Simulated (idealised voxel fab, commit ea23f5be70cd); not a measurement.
Proc. module: voxel transistor to metal
Xsec cut, 270 nm wide, square cell size 5 nm.
Notation: cross-section as square-cell grid; stated in bands, top first, going down; one or more cell rows per band.
The entry gives the band's vertical extent as a top height and a bottom height in nm, then its horizontal make-up as materials from left to right, each with a width in nm. "air" stands for empty space; a single material marked "all across" fills the band edge to edge.
Heights are measured from 0, the level below which the as-received wafer is all one material; the lowest band has no bottom and continues downward, written as in "0 -> down".
A two-number width, for instance "30..40", indicates that the width is equal to the first number in the top row of the band and to the second number in the bottom row, and that it changes by a constant amount per row of cells.
"remains unaltered" for a step: no cell of the cross-section changed in that step.
"Cavities, closed" lists enclosed empty spaces (at least 8 cells, no open path upward to the top), each as width x height at distance from the left edge, in nm.
It should be noted that, on the line of a given step, the content following the step's settings is a remark produced by the simulator itself with respect to that step.
overlay nm: right-of-plan distance of the mask on a masked step; negative values mean left-of-plan.

THE FOLLOWING LIST GIVES THE PLANNED PROCESS STEPS
| 1 | RECEIVE,material Si |
| 2 | CONFORMAL_DEP,material SiO2,thk nm 5 |
| 3 | CONFORMAL_DEP,material SiN,thk nm 15 |
| 4 | DIRECTIONAL_DEP,material aC,thk nm 10 |
| 5 | PATTERN,tone cover,mask id ACTIVE,material resist,width nm 105,pitch nm 125,thk nm 30,overlay nm 0 |
| 6 | DIRECTIONAL_ETCH,etch materials aC,depth nm 10 |
| 7 | STRIP,etch materials resist |
| 8 | DIRECTIONAL_ETCH,etch materials SiN,depth nm 15 |
| 9 | DIRECTIONAL_ETCH,etch materials SiO2,depth nm 5 |
| 10 | DIRECTIONAL_ETCH,etch materials Si,depth nm 20 |
| 11 | STRIP,etch materials aC |
| 12 | FILL_DEP,material SiO2,thk nm 10 |
| 13 | CMP,height nm 20 |
| 14 | SELECTIVE_ETCH,etch materials SiO2,depth nm 5 |
| 15 | STRIP,etch materials SiN |
| 16 | SELECTIVE_ETCH,etch materials SiO2,depth nm 5 |
| 17 | OXIDIZE,depth nm 5 |
| 18 | DIRECTIONAL_DEP,material polySi,thk nm 25 |
| 19 | DIRECTIONAL_DEP,material SiCN,thk nm 15 |
| 20 | MASKED_ETCH,tone cover,mask id GATE,width nm 25,pitch nm 125,etch materials SiCN,depth nm 25,overlay nm 0 |
| 21 | MASKED_ETCH,tone cover,mask id GATE,width nm 25,pitch nm 125,etch materials polySi,depth nm 35,overlay nm 0 |
| 22 | CONFORMAL_DEP,material SiN,thk nm 5 |
| 23 | DIRECTIONAL_ETCH,etch materials SiN,depth nm 5 |
| 24 | DIRECTIONAL_ETCH,etch materials SiO2,depth nm 5 |
| 25 | DIRECTIONAL_ETCH,etch materials Si,depth nm 10 |
| 26 | EPI,material nSi,thk nm 10 |
| 27 | FILL_DEP,material SiO2,thk nm 5 |
| 28 | CMP,height nm 25 |
| 29 | STRIP,etch materials polySi |
| 30 | SELECTIVE_ETCH,etch materials SiO2,depth nm 5 |
| 31 | CONFORMAL_DEP,material HfO2,thk nm 5 |
| 32 | CONFORMAL_DEP,material TiN,thk nm 5 |
| 33 | FILL_DEP,material W,thk nm 5 |
| 34 | CMP,height nm 20 |
| 35 | DIRECTIONAL_DEP,material SiO2,thk nm 10 |
| 36 | PATTERN,tone open,mask id CONTACT,material resist,width nm 15,thk nm 20,overlay nm 0 |
| 37 | DIRECTIONAL_ETCH,etch materials SiO2,depth nm 35 |
| 38 | STRIP,etch materials resist |
| 39 | CONFORMAL_DEP,material TiN,thk nm 5 |
| 40 | FILL_DEP,material Ru,thk nm 10 |
| 41 | CMP,height nm 30 |
| 42 | DIRECTIONAL_DEP,material TiN,thk nm 5 |
| 43 | DIRECTIONAL_DEP,material Ru,thk nm 15 |
| 44 | MASKED_ETCH,tone cover,mask id METAL_1,width nm 15,etch materials Ru,depth nm 15,overlay nm 0 |
| 45 | MASKED_ETCH,tone cover,mask id METAL_1,width nm 15,etch materials TiN,depth nm 5,overlay nm 0 |
| 46 | CONFORMAL_DEP,material SiCN,thk nm 5 |
| 47 | FILL_DEP,material lowk,thk nm 5 |
| 48 | CMP,height nm 50 |
| 49 | CONFORMAL_DEP,material SiCN,thk nm 5 |

CROSS-SECTION OF THE WAFER AS IT CAME TO US, I.E., ALREADY THROUGH STEP 1
    0 -> down  Si all across
    Cavities, closed: none

THE MODULE WAS RUN FROM THE START SHOWN ABOVE USING THE PLAN SHOWN ABOVE, BUT ONE MISTAKE WAS MADE DOING IT; THE RESULTING WAFER CROSS-SECTION IS BELOW
    55 -> 50  SiCN all across
    50 -> 35  lowk 25 | SiCN 5 | Ru 15 | SiCN 5 | lowk 45 | SiCN 5 | Ru 15 | SiCN 5 | lowk 30 | SiCN 5 | Ru 15 | SiCN 5 | lowk 45 | SiCN 5 | Ru 15 | SiCN 5 | lowk 25
    35 -> 30  SiCN 30 | TiN 15 | SiCN 55 | TiN 15 | SiCN 40 | TiN 15 | SiCN 55 | TiN 15 | SiCN 30
    30 -> 20  SiO2 30 | TiN 5 | Ru 5 | TiN 5 | SiO2 55 | TiN 5 | Ru 5 | TiN 5 | SiO2 40 | TiN 5 | Ru 5 | TiN 5 | SiO2 55 | TiN 5 | Ru 5 | TiN 5 | SiO2 30
    20 -> 10  SiO2 30 | TiN 5 | Ru 5 | TiN 5 | SiO2 10 | SiN 5 | TiN 5 | W 15 | TiN 5 | SiN 5 | SiO2 10 | TiN 5 | Ru 5 | TiN 5 | SiO2 40 | TiN 5 | Ru 5 | TiN 5 | SiO2 10 | SiN 5 | TiN 5 | W 15 | TiN 5 | SiN 5 | SiO2 10 | TiN 5 | Ru 5 | TiN 5 | SiO2 30
    10 -> 5  SiO2 15 | SiN 5 | SiO2 10 | TiN 5 | Ru 5 | TiN 5 | SiO2 10 | SiN 5 | TiN 5 | W 15 | TiN 5 | SiN 5 | SiO2 10 | TiN 5 | Ru 5 | TiN 5 | SiO2 10 | SiN 5 | SiO2 10 | SiN 5 | SiO2 10 | TiN 5 | Ru 5 | TiN 5 | SiO2 10 | SiN 5 | TiN 5 | W 15 | TiN 5 | SiN 5 | SiO2 10 | TiN 5 | Ru 5 | TiN 5 | SiO2 10 | SiN 5 | SiO2 15
    5 -> 0  SiO2 15 | SiN 5 | SiO2 10 | TiN 5 | Ru 5 | TiN 5 | nSi 10 | SiN 5 | TiN 5 | W 15 | TiN 5 | SiN 5 | nSi 10 | TiN 5 | Ru 5 | TiN 5 | SiO2 10 | SiN 5 | SiO2 10 | SiN 5 | SiO2 10 | TiN 5 | Ru 5 | TiN 5 | nSi 10 | SiN 5 | TiN 5 | W 15 | TiN 5 | SiN 5 | nSi 10 | TiN 5 | Ru 5 | TiN 5 | SiO2 10 | SiN 5 | SiO2 15
    0 -> -5  SiO2 30 | TiN 15 | nSi 10 | TiN 35 | nSi 10 | TiN 15 | SiO2 40 | TiN 15 | nSi 10 | TiN 35 | nSi 10 | TiN 15 | SiO2 30
    -5 -> -15  SiO2 20 | nSi 35 | Si 35 | nSi 35 | SiO2 20 | nSi 35 | Si 35 | nSi 35 | SiO2 20
    -15 -> -20  SiO2 20 | Si 105 | SiO2 20 | Si 105 | SiO2 20
    -20 -> down  Si all across
    Cavities, closed: none
Error vs. plan: with respect to the plan, step 31 was omitted and not executed
